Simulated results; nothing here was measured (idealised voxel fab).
You're looking at the process module voxel capacitor over wiring.
Displayed cross-section: cut, width of 220 nm, square cells sized 5 nm.
Cross-section format: a grid of square cells, given as bands from top to bottom; each band is one or more rows of cells.
Heights first: top, then bottom, in nm. Then materials, left to right, each with a width in nm. "everywhere" on a single material: fills the band edge to edge. "empty": empty space.
A quick word on heights: they are counted from 0, and under that level the wafer as it came to us is one material throughout. The lowest band is different from the rest in having no bottom; it simply continues downward, written as in "0..down".
Width spec "30->40" -> top row of cells at first value, bottom row at second value, equal per-row change in between.
It should be understood that the words "same as before", when stated for a given step, signify that the cross-section underwent no change in any of its cells during that step.
Catalogued sealed voids: empty space of 8 cells or more with no open way to the top, each as width x height at its distance from the left edge, in nm
Read whatever lies past the settings on a step's line as the simulator's own remark about the step.
For masked steps, "overlay nm" on the step line gives how far right of plan the mask actually lay; a minus sign means it lay to the left.
# Set out below are the planned steps of the process
1,RECEIVE: material Si
2,CONFORMAL_DEP: material SiO2, thk nm 10
3,CONFORMAL_DEP: material SiCN, thk nm 5
4,DIRECTIONAL_DEP: material lowk, thk nm 15
5,PATTERN: tone open, mask id METAL_1, material resist, width nm 30, pitch nm 85, thk nm 15, overlay nm 0
6,DIRECTIONAL_ETCH: etch materials lowk, depth nm 15
7,DIRECTIONAL_ETCH: etch materials SiCN, depth nm 5
8,STRIP: etch materials resist
9,CONFORMAL_DEP: material TiN, thk nm 5
10,FILL_DEP: material W, thk nm 10
11,CMP: height nm 30
12,CONFORMAL_DEP: material SiCN, thk nm 5
13,DIRECTIONAL_DEP: material lowk, thk nm 10
14,DIRECTIONAL_DEP: material aC, thk nm 15
15,PATTERN: tone open, mask id PLUG_1, material resist, width nm 15, thk nm 30, overlay nm 0
16,DIRECTIONAL_ETCH: etch materials aC, depth nm 15
17,STRIP: etch materials resist
18,DIRECTIONAL_ETCH: etch materials lowk, depth nm 10
19,DIRECTIONAL_ETCH: etch materials SiCN, depth nm 5
20,STRIP: etch materials aC
21,EPI: material Ru, thk nm 10
22,EPI: material Ru, thk nm 5
23,DIRECTIONAL_DEP: material TiN, thk nm 5
24,DIRECTIONAL_DEP: material Al2O3, thk nm 5
25,DIRECTIONAL_DEP: material TiN, thk nm 5
26,PATTERN: tone cover, mask id UPPER_PLATE, material resist, width nm 60, thk nm 20, overlay nm 0
27,DIRECTIONAL_ETCH: etch materials TiN, depth nm 5
28,DIRECTIONAL_ETCH: etch materials Al2O3, depth nm 5
29,STRIP: etch materials resist
30,DIRECTIONAL_DEP: material aC, thk nm 15
31,PATTERN: tone cover, mask id LOWER_PLATE, material resist, width nm 70, thk nm 30, overlay nm 0
32,DIRECTIONAL_ETCH: etch materials aC, depth nm 15
33,STRIP: etch materials resist
34,DIRECTIONAL_ETCH: etch materials TiN, depth nm 5
35,STRIP: etch materials aC
36,FILL_DEP: material SiO2, thk nm 20
37,CMP: height nm 75
38,PATTERN: tone open, mask id PLUG_2, material resist, width nm 15, thk nm 15, overlay nm 0
39,DIRECTIONAL_ETCH: etch materials SiO2, depth nm 15
40,STRIP: etch materials resist
41,CONFORMAL_DEP: material TiN, thk nm 5
42,FILL_DEP: material Cu, thk nm 10
43,CMP: height nm 75
44,CONFORMAL_DEP: material SiN, thk nm 5
# as received, after step 1
0..down  Si everywhere
Catalogued sealed voids: none
# Cross-sectional image of the first of two wafers at the end of the module, the run having proceeded as planned
80..75  SiN everywhere
75..65  SiO2 75 nm  TiN 5 nm  Cu 5 nm  TiN 5 nm  SiO2 130 nm
65..55  SiO2 75->65 nm  TiN 15->60 nm  SiO2 130->95 nm
55..50  SiO2 65 nm  Al2O3 60 nm  SiO2 95 nm
50..45  SiO2 60 nm  TiN 70 nm  SiO2 90 nm
45..35  lowk 65 nm  Ru 15 nm  lowk 140 nm
35..30  SiCN 65 nm  Ru 15 nm  SiCN 140 nm
30..15  lowk 50 nm  TiN 5 nm  W 20 nm  TiN 5 nm  lowk 55 nm  TiN 5 nm  W 20 nm  TiN 5 nm  lowk 55 nm
15..10  SiCN 50 nm  TiN 30 nm  SiCN 55 nm  TiN 30 nm  SiCN 55 nm
10..0  SiO2 everywhere
0..down  Si everywhere
Catalogued sealed voids: none
# Wafer two, sectioned after the module: the first wafer's start, the first wafer's plan, and one mistake in how it was run
80..75  SiN everywhere
75..65  SiO2 75 nm  TiN 5 nm  Cu 5 nm  TiN 5 nm  SiO2 130 nm
65..55  SiO2 75->65 nm  TiN 15->60 nm  SiO2 130->95 nm
55..50  SiO2 65 nm  Al2O3 60 nm  SiO2 95 nm
50..45  SiO2 60 nm  TiN 70 nm  SiO2 90 nm
45..35  lowk 65 nm  Ru 15 nm  lowk 140 nm
35..30  SiCN 65 nm  Ru 15 nm  SiCN 140 nm
30..25  W everywhere
25..20  TiN 55 nm  W 20 nm  TiN 65 nm  W 20 nm  TiN 60 nm
20..5  lowk 50 nm  TiN 5 nm  W 20 nm  TiN 5 nm  lowk 55 nm  TiN 5 nm  W 20 nm  TiN 5 nm  lowk 55 nm
5..0  SiCN 50 nm  TiN 30 nm  SiCN 55 nm  TiN 30 nm  SiCN 55 nm
0..down  Si everywhere
Catalogued sealed voids: none
What broke from the plan during processing? not run: step 2 of the plan (skipped)
Wafer comparison, final, in cells, second relative to first, materials more or fewer: -88 SiO2; +36 TiN; +52 W
